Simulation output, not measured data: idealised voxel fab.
Proc. module: voxel capacitor over wiring
cross-section cut | 210 nm wide | cells 5 nm
Bands, listed from the top down, are how a cross-section gets written in this document; the cross-section itself is a grid of square cells, and a band is one or more rows of them.
For a band, the entry starts with two heights in nm, that of the top and then that of the bottom, and carries on with the band's materials in order from left to right, each alongside its width in nm; the word "everywhere" beside a single material means it fills the band edge to edge, and "blank" means empty space.
Basically, 0 is our baseline, since under it the wafer straight out of the box is all one material. The bottom band has no lower end and keeps on going down, so it looks like "0 nm and below".
Width spec "30->40" -> top row of cells at first value, bottom row at second value, equal per-row change in between.
"nothing changed" after a step means that no cell of the cross-section changed.
"Internal closed voids" specifies each empty space that is not open to the top and that occupies no fewer than 8 cells, using the form width x height at distance, the distance measured from the left edge and all three quantities in nm.
On each step's line, the part that comes after the settings is the simulator's own comment on the step.
overlay nm: on a step with a mask, how far right of its planned place the mask lay; negative means left.
The planned process steps are enumerated hereunder:
1. RECEIVE (material Si)
2. CONFORMAL_DEP (material SiO2; thk nm 15)
3. CONFORMAL_DEP (material SiCN; thk nm 5)
4. DIRECTIONAL_DEP (material SiO2; thk nm 20)
5. PATTERN (tone open; mask id METAL_1; material resist; width nm 20; pitch nm 80; thk nm 15; overlay nm 0)
6. DIRECTIONAL_ETCH (etch materials SiO2; depth nm 20)
7. DIRECTIONAL_ETCH (etch materials SiCN; depth nm 5)
8. STRIP (etch materials resist)
9. CONFORMAL_DEP (material TiN; thk nm 5)
10. FILL_DEP (material W; thk nm 10)
11. CMP (height nm 40)
12. EPI (material Ru; thk nm 5)
13. FILL_DEP (material SiCN; thk nm 5)
14. DIRECTIONAL_DEP (material lowk; thk nm 15)
15. MASKED_ETCH (tone open; mask id PLUG_1; width nm 15; etch materials lowk; depth nm 15; overlay nm 0)
16. MASKED_ETCH (tone open; mask id PLUG_1; width nm 15; etch materials SiCN; depth nm 5; overlay nm 0)
17. EPI (material Ru; thk nm 10)
18. EPI (material Ru; thk nm 10)
19. DIRECTIONAL_DEP (material TiN; thk nm 5)
20. DIRECTIONAL_DEP (material HfO2; thk nm 5)
21. DIRECTIONAL_DEP (material TiN; thk nm 5)
22. PATTERN (tone cover; mask id UPPER_PLATE; material resist; width nm 65; thk nm 20; overlay nm 0)
23. DIRECTIONAL_ETCH (etch materials TiN; depth nm 5)
24. DIRECTIONAL_ETCH (etch materials HfO2; depth nm 5)
25. STRIP (etch materials resist)
26. MASKED_ETCH (tone cover; mask id LOWER_PLATE; width nm 75; etch materials TiN; depth nm 5; overlay nm 0)
27. FILL_DEP (material SiO2; thk nm 20)
28. CMP (height nm 95)
29. PATTERN (tone open; mask id PLUG_2; material resist; width nm 15; thk nm 20; overlay nm 0)
30. DIRECTIONAL_ETCH (etch materials SiO2; depth nm 15)
31. STRIP (etch materials resist)
32. CONFORMAL_DEP (material TiN; thk nm 5)
33. FILL_DEP (material Cu; thk nm 10)
34. CMP (height nm 95)
35. CONFORMAL_DEP (material SiN; thk nm 5)
First wafer out of two, processed as planned:
Wafer at receipt (post step 1), cross-section:
> 0 nm and below  Si everywhere
> Internal closed voids: none
after step 2:
> 15 nm to 0 nm  SiO2 everywhere
> Under 0: no change, same as before.
after step 3:
> 20 nm to 15 nm  SiCN everywhere
> Under 15: no change, same as before.
after step 4:
> 40 nm to 20 nm  SiO2 everywhere
> Under 20: no change, same as before.
after step 5:
> 55 nm to 40 nm  55 of resist, 20 of blank, 60 of resist, 20 of blank, 55 of resist
> Under 40: no change, same as before.
after step 6:
> 55 nm to 40 nm  55 of resist, 20 of blank, 60 of resist, 20 of blank, 55 of resist
> 40 nm to 20 nm  55 of SiO2, 20 of blank, 60 of SiO2, 20 of blank, 55 of SiO2
> Under 20: no change, same as before.
after step 7:
> 55 nm to 40 nm  55 of resist, 20 of blank, 60 of resist, 20 of blank, 55 of resist
> 40 nm to 20 nm  55 of SiO2, 20 of blank, 60 of SiO2, 20 of blank, 55 of SiO2
> 20 nm to 15 nm  55 of SiCN, 20 of blank, 60 of SiCN, 20 of blank, 55 of SiCN
> Under 15: no change, same as before.
after step 8:
> 40 nm to 20 nm  55 of SiO2, 20 of blank, 60 of SiO2, 20 of blank, 55 of SiO2
> Under 20: no change, same as before.
after step 9:
> 45 nm to 40 nm  60 of TiN, 10 of blank, 70 of TiN, 10 of blank, 60 of TiN
> 40 nm to 20 nm  55 of SiO2, 5 of TiN, 10 of blank, 5 of TiN, 60 of SiO2, 5 of TiN, 10 of blank, 5 of TiN, 55 of SiO2
> 20 nm to 15 nm  55 of SiCN, 20 of TiN, 60 of SiCN, 20 of TiN, 55 of SiCN
> Under 15: no change, same as before.
after step 10:
> 55 nm to 45 nm  W everywhere
> 45 nm to 40 nm  60 of TiN, 10 of W, 70 of TiN, 10 of W, 60 of TiN
> 40 nm to 20 nm  55 of SiO2, 5 of TiN, 10 of W, 5 of TiN, 60 of SiO2, 5 of TiN, 10 of W, 5 of TiN, 55 of SiO2
> Under 20: no change, same as before.
after step 11:
> 40 nm to 20 nm  55 of SiO2, 5 of TiN, 10 of W, 5 of TiN, 60 of SiO2, 5 of TiN, 10 of W, 5 of TiN, 55 of SiO2
> Under 20: no change, same as before.
after step 12:
> 45 nm to 40 nm  50 of blank, 30 of Ru, 50 of blank, 30 of Ru, 50 of blank
> Under 40: no change, same as before.
after step 13:
> 50 nm to 45 nm  SiCN everywhere
> 45 nm to 40 nm  50 of SiCN, 30 of Ru, 50 of SiCN, 30 of Ru, 50 of SiCN
> Under 40: no change, same as before.
after step 14:
> 65 nm to 50 nm  lowk everywhere
> Under 50: no change, same as before.
after step 15:
> 65 nm to 50 nm  60 of lowk, 15 of blank, 135 of lowk
> Under 50: no change, same as before.
after step 16:
> 65 nm to 50 nm  60 of lowk, 15 of blank, 135 of lowk
> 50 nm to 45 nm  60 of SiCN, 15 of blank, 135 of SiCN
> Under 45: no change, same as before.
after step 17:
> 65 nm to 55 nm  60 of lowk, 15 of blank, 135 of lowk
> 55 nm to 50 nm  60 of lowk, 15 of Ru, 135 of lowk
> 50 nm to 45 nm  60 of SiCN, 15 of Ru, 135 of SiCN
> Under 45: no change, same as before.
after step 18:
> 65 nm to 50 nm  60 of lowk, 15 of Ru, 135 of lowk
> Under 50: no change, same as before.
after step 19:
> 70 nm to 65 nm  TiN everywhere
> Under 65: no change, same as before.
after step 20:
> 75 nm to 70 nm  HfO2 everywhere
> Under 70: no change, same as before.
after step 21:
> 80 nm to 75 nm  TiN everywhere
> Under 75: no change, same as before.
after step 22:
> 100 nm to 80 nm  60 of blank, 65 of resist, 85 of blank
> Under 80: no change, same as before.
after step 23:
> 100 nm to 80 nm  60 of blank, 65 of resist, 85 of blank
> 80 nm to 75 nm  60 of blank, 65 of TiN, 85 of blank
> Under 75: no change, same as before.
after step 24:
> 100 nm to 80 nm  60 of blank, 65 of resist, 85 of blank
> 80 nm to 75 nm  60 of blank, 65 of TiN, 85 of blank
> 75 nm to 70 nm  60 of blank, 65 of HfO2, 85 of blank
> Under 70: no change, same as before.
after step 25:
> 80 nm to 75 nm  60 of blank, 65 of TiN, 85 of blank
> Under 75: no change, same as before.
after step 26:
> 80 nm to 75 nm  60 of blank, 65 of TiN, 85 of blank
> 75 nm to 70 nm  60 of blank, 65 of HfO2, 85 of blank
> 70 nm to 65 nm  55 of blank, 75 of TiN, 80 of blank
> Under 65: no change, same as before.
after step 27:
> 100 nm to 80 nm  SiO2 everywhere
> 80 nm to 75 nm  60 of SiO2, 65 of TiN, 85 of SiO2
> 75 nm to 70 nm  60 of SiO2, 65 of HfO2, 85 of SiO2
> 70 nm to 65 nm  55 of SiO2, 75 of TiN, 80 of SiO2
> Under 65: no change, same as before.
after step 28:
> 95 nm to 80 nm  SiO2 everywhere
> Under 80: no change, same as before.
after step 29:
> 115 nm to 95 nm  70 of resist, 15 of blank, 125 of resist
> Under 95: no change, same as before.
after step 30:
> 115 nm to 95 nm  70 of resist, 15 of blank, 125 of resist
> 95 nm to 80 nm  70 of SiO2, 15 of blank, 125 of SiO2
> Under 80: no change, same as before.
after step 31:
> 95 nm to 80 nm  70 of SiO2, 15 of blank, 125 of SiO2
> Under 80: no change, same as before.
after step 32:
> 100 nm to 95 nm  75 of TiN, 5 of blank, 130 of TiN
> 95 nm to 85 nm  70 of SiO2, 5 of TiN, 5 of blank, 5 of TiN, 125 of SiO2
> 85 nm to 75 nm  70->60 of SiO2, 15->65 of TiN, 125->85 of SiO2
> Under 75: no change, same as before.
after step 33:
> 110 nm to 100 nm  Cu everywhere
> 100 nm to 95 nm  75 of TiN, 5 of Cu, 130 of TiN
> 95 nm to 85 nm  70 of SiO2, 5 of TiN, 5 of Cu, 5 of TiN, 125 of SiO2
> Under 85: no change, same as before.
after step 34:
> 95 nm to 85 nm  70 of SiO2, 5 of TiN, 5 of Cu, 5 of TiN, 125 of SiO2
> Under 85: no change, same as before.
after step 35:
> 100 nm to 95 nm  SiN everywhere
> Under 95: no change, same as before.
Regarding the second of the two wafers: it shared the first wafer's starting condition and process plan, yet one error occurred during its execution. Its history coincides with that of the first wafer up to and including step 4:
Second wafer, cross-section, planned end of step 5:
> 55 nm to 40 nm  45 of resist, 20 of blank, 60 of resist, 20 of blank, 65 of resist
> Under 40: no change, same as before.
Second wafer, cross-section, planned end of step 6:
> 55 nm to 40 nm  45 of resist, 20 of blank, 60 of resist, 20 of blank, 65 of resist
> 40 nm to 20 nm  45 of SiO2, 20 of blank, 60 of SiO2, 20 of blank, 65 of SiO2
> Under 20: no change, same as before.
Second wafer, cross-section, planned end of step 7:
> 55 nm to 40 nm  45 of resist, 20 of blank, 60 of resist, 20 of blank, 65 of resist
> 40 nm to 20 nm  45 of SiO2, 20 of blank, 60 of SiO2, 20 of blank, 65 of SiO2
> 20 nm to 15 nm  45 of SiCN, 20 of blank, 60 of SiCN, 20 of blank, 65 of SiCN
> Under 15: no change, same as before.
Second wafer, cross-section, planned end of step 8:
> 40 nm to 20 nm  45 of SiO2, 20 of blank, 60 of SiO2, 20 of blank, 65 of SiO2
> Under 20: no change, same as before.
Second wafer, cross-section, planned end of step 9:
> 45 nm to 40 nm  50 of TiN, 10 of blank, 70 of TiN, 10 of blank, 70 of TiN
> 40 nm to 20 nm  45 of SiO2, 5 of TiN, 10 of blank, 5 of TiN, 60 of SiO2, 5 of TiN, 10 of blank, 5 of TiN, 65 of SiO2
> 20 nm to 15 nm  45 of SiCN, 20 of TiN, 60 of SiCN, 20 of TiN, 65 of SiCN
> Under 15: no change, same as before.
Second wafer, cross-section, planned end of step 10:
> 55 nm to 45 nm  W everywhere
> 45 nm to 40 nm  50 of TiN, 10 of W, 70 of TiN, 10 of W, 70 of TiN
> 40 nm to 20 nm  45 of SiO2, 5 of TiN, 10 of W, 5 of TiN, 60 of SiO2, 5 of TiN, 10 of W, 5 of TiN, 65 of SiO2
> Under 20: no change, same as before.
Second wafer, cross-section, planned end of step 11:
> 40 nm to 20 nm  45 of SiO2, 5 of TiN, 10 of W, 5 of TiN, 60 of SiO2, 5 of TiN, 10 of W, 5 of TiN, 65 of SiO2
> Under 20: no change, same as before.
Second wafer, cross-section, planned end of step 12:
> 45 nm to 40 nm  40 of blank, 30 of Ru, 50 of blank, 30 of Ru, 60 of blank
> Under 40: no change, same as before.
Second wafer, cross-section, planned end of step 13:
> 50 nm to 45 nm  SiCN everywhere
> 45 nm to 40 nm  40 of SiCN, 30 of Ru, 50 of SiCN, 30 of Ru, 60 of SiCN
> Under 40: no change, same as before.
Second wafer, cross-section, planned end of step 14:
> 65 nm to 50 nm  lowk everywhere
> Under 50: no change, same as before.
Second wafer, cross-section, planned end of step 15:
> 65 nm to 50 nm  60 of lowk, 15 of blank, 135 of lowk
> Under 50: no change, same as before.
Second wafer, cross-section, planned end of step 16:
> 65 nm to 50 nm  60 of lowk, 15 of blank, 135 of lowk
> 50 nm to 45 nm  60 of SiCN, 15 of blank, 135 of SiCN
> Under 45: no change, same as before.
Second wafer, cross-section, planned end of step 17:
> 65 nm to 55 nm  60 of lowk, 15 of blank, 135 of lowk
> 55 nm to 50 nm  60 of lowk, 15 of Ru, 135 of lowk
> 50 nm to 45 nm  60 of SiCN, 15 of Ru, 135 of SiCN
> Under 45: no change, same as before.
Second wafer, cross-section, planned end of step 18:
> 65 nm to 50 nm  60 of lowk, 15 of Ru, 135 of lowk
> Under 50: no change, same as before.
Second wafer, cross-section, planned end of step 19:
> 70 nm to 65 nm  TiN everywhere
> Under 65: no change, same as before.
Second wafer, cross-section, planned end of step 20:
> 75 nm to 70 nm  HfO2 everywhere
> Under 70: no change, same as before.
Second wafer, cross-section, planned end of step 21:
> 80 nm to 75 nm  TiN everywhere
> Under 75: no change, same as before.
Second wafer, cross-section, planned end of step 22:
> 100 nm to 80 nm  60 of blank, 65 of resist, 85 of blank
> Under 80: no change, same as before.
Second wafer, cross-section, planned end of step 23:
> 100 nm to 80 nm  60 of blank, 65 of resist, 85 of blank
> 80 nm to 75 nm  60 of blank, 65 of TiN, 85 of blank
> Under 75: no change, same as before.
Second wafer, cross-section, planned end of step 24:
> 100 nm to 80 nm  60 of blank, 65 of resist, 85 of blank
> 80 nm to 75 nm  60 of blank, 65 of TiN, 85 of blank
> 75 nm to 70 nm  60 of blank, 65 of HfO2, 85 of blank
> Under 70: no change, same as before.
Second wafer, cross-section, planned end of step 25:
> 80 nm to 75 nm  60 of blank, 65 of TiN, 85 of blank
> Under 75: no change, same as before.
Second wafer, cross-section, planned end of step 26:
> 80 nm to 75 nm  60 of blank, 65 of TiN, 85 of blank
> 75 nm to 70 nm  60 of blank, 65 of HfO2, 85 of blank
> 70 nm to 65 nm  55 of blank, 75 of TiN, 80 of blank
> Under 65: no change, same as before.
Second wafer, cross-section, planned end of step 27:
> 100 nm to 80 nm  SiO2 everywhere
> 80 nm to 75 nm  60 of SiO2, 65 of TiN, 85 of SiO2
> 75 nm to 70 nm  60 of SiO2, 65 of HfO2, 85 of SiO2
> 70 nm to 65 nm  55 of SiO2, 75 of TiN, 80 of SiO2
> Under 65: no change, same as before.
Second wafer, cross-section, planned end of step 28:
> 95 nm to 80 nm  SiO2 everywhere
> Under 80: no change, same as before.
Second wafer, cross-section, planned end of step 29:
> 115 nm to 95 nm  70 of resist, 15 of blank, 125 of resist
> Under 95: no change, same as before.
Second wafer, cross-section, planned end of step 30:
> 115 nm to 95 nm  70 of resist, 15 of blank, 125 of resist
> 95 nm to 80 nm  70 of SiO2, 15 of blank, 125 of SiO2
> Under 80: no change, same as before.
Second wafer, cross-section, planned end of step 31:
> 95 nm to 80 nm  70 of SiO2, 15 of blank, 125 of SiO2
> Under 80: no change, same as before.
Second wafer, cross-section, planned end of step 32:
> 100 nm to 95 nm  75 of TiN, 5 of blank, 130 of TiN
> 95 nm to 85 nm  70 of SiO2, 5 of TiN, 5 of blank, 5 of TiN, 125 of SiO2
> 85 nm to 75 nm  70->60 of SiO2, 15->65 of TiN, 125->85 of SiO2
> Under 75: no change, same as before.
Second wafer, cross-section, planned end of step 33:
> 110 nm to 100 nm  Cu everywhere
> 100 nm to 95 nm  75 of TiN, 5 of Cu, 130 of TiN
> 95 nm to 85 nm  70 of SiO2, 5 of TiN, 5 of Cu, 5 of TiN, 125 of SiO2
> Under 85: no change, same as before.
Second wafer, cross-section, planned end of step 34:
> 95 nm to 85 nm  70 of SiO2, 5 of TiN, 5 of Cu, 5 of TiN, 125 of SiO2
> Under 85: no change, same as before.
Second wafer, cross-section, planned end of step 35:
> 100 nm to 95 nm  SiN everywhere
> Under 95: no change, same as before.
What was done differently from what was planned? step 5, actual vs plan mismatch, actual run PATTERN (tone open; mask id METAL_1; material resist; width nm 20; pitch nm 80; thk nm 15; overlay nm -10)
By the end, you'd get the same cell count for each material on either wafer, but the second wafer puts them somewhere else.
